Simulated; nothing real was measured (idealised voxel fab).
Process module in this document: voxel self aligned vias
Xsec cut, 180 nm wide, square cell size 5 nm.
Cross-sections here: square-cell grids, written as top-down lists of bands, a band being one or more rows of cells. Basically the band line says how high the top is and how high the bottom is, in nm, and then what's in it from left to right, every material with its width in nm. Empty space shows up as "air", and if a single material carries "everywhere" it runs the full band edge to edge. The level at which height equals 0 is the one under which the wafer, as it arrives, is entirely one material. No lower edge exists for the bottom band, which continues downward and is notated as in "0 -> down". A two-number width, for instance "30->40", indicates that the width is equal to the first number in the top row of the band and to the second number in the bottom row, and that it changes by a constant amount per row of cells. Where a step carries "no modification", the cross-section came out of it unchanged, cell for cell. If an empty space has no open way to the top and is at least 8 cells in size, "Trapped cavities" lists it, written width x height at distance, where distance is measured from the left edge and every value is in nm. That trailing text on a step's line, after the settings, is the simulator's own remark on the step. On any step carrying a mask, the "overlay nm" setting, if present on the step's line, tells how far right of its planned place the mask lay; negative values point to the left.

**The steps planned for the process are as follows**
1,op RECEIVE | material Si
2,op CONFORMAL_DEP | material SiO2 | thk nm 10
3,op CONFORMAL_DEP | material SiCN | thk nm 5
4,op DIRECTIONAL_DEP | material SiO2 | thk nm 25
5,op PATTERN | tone open | mask id LINES | material resist | width nm 30 | pitch nm 55 | thk nm 20 | overlay nm 0
6,op DIRECTIONAL_ETCH | etch materials SiO2 | depth nm 25
7,op STRIP | etch materials resist
8,op CONFORMAL_DEP | material TiN | thk nm 5
9,op FILL_DEP | material W | thk nm 10
10,op CMP | height nm 40
11,op SELECTIVE_ETCH | etch materials W Ru TiN | depth nm 10
12,op FILL_DEP | material SiN | thk nm 5
13,op CMP | height nm 40
14,op DIRECTIONAL_DEP | material SiO2 | thk nm 20
15,op PATTERN | tone open | mask id VIAS | material resist | width nm 40 | pitch nm 55 | thk nm 20 | overlay nm 0
16,op DIRECTIONAL_ETCH | etch materials SiO2 | depth nm 20
17,op DIRECTIONAL_ETCH | etch materials SiN | depth nm 10
18,op STRIP | etch materials resist
19,op CONFORMAL_DEP | material TiN | thk nm 5
20,op FILL_DEP | material Cu | thk nm 5
21,op CMP | height nm 60
22,op CONFORMAL_DEP | material SiN | thk nm 5

**Incoming wafer, cross-sectional view, post step 1**
	0 -> down = Si everywhere
	Trapped cavities: none

**Cross-section, end of module. Start: as above. Plan: as above. Execution: one mistake**
	65 -> 60 = SiN everywhere
	60 -> 45 = 40 SiO2; 5 TiN; 30 Cu; 5 TiN; 15 SiO2; 5 TiN; 30 Cu; 5 TiN; 45 SiO2
	45 -> 35 = 40->50 SiO2; 15->5 TiN; 15 Cu; 10->5 TiN; 15->30 SiO2; 15->5 TiN; 15 Cu; 10->5 TiN; 45->50 SiO2
	35 -> 30 = 50 SiO2; 25 TiN; 30 SiO2; 25 TiN; 50 SiO2
	30 -> 20 = 50 SiO2; 5 TiN; 15 W; 5 TiN; 30 SiO2; 5 TiN; 15 W; 5 TiN; 50 SiO2
	20 -> 15 = 50 SiO2; 25 TiN; 30 SiO2; 25 TiN; 50 SiO2
	15 -> 10 = SiCN everywhere
	10 -> 0 = SiO2 everywhere
	0 -> down = Si everywhere
	Trapped cavities: none
Deviation from plan: step 5 did not happen as planned, as run it was op PATTERN | tone open | mask id LINES | material resist | width nm 25 | pitch nm 55 | thk nm 20 | overlay nm 0
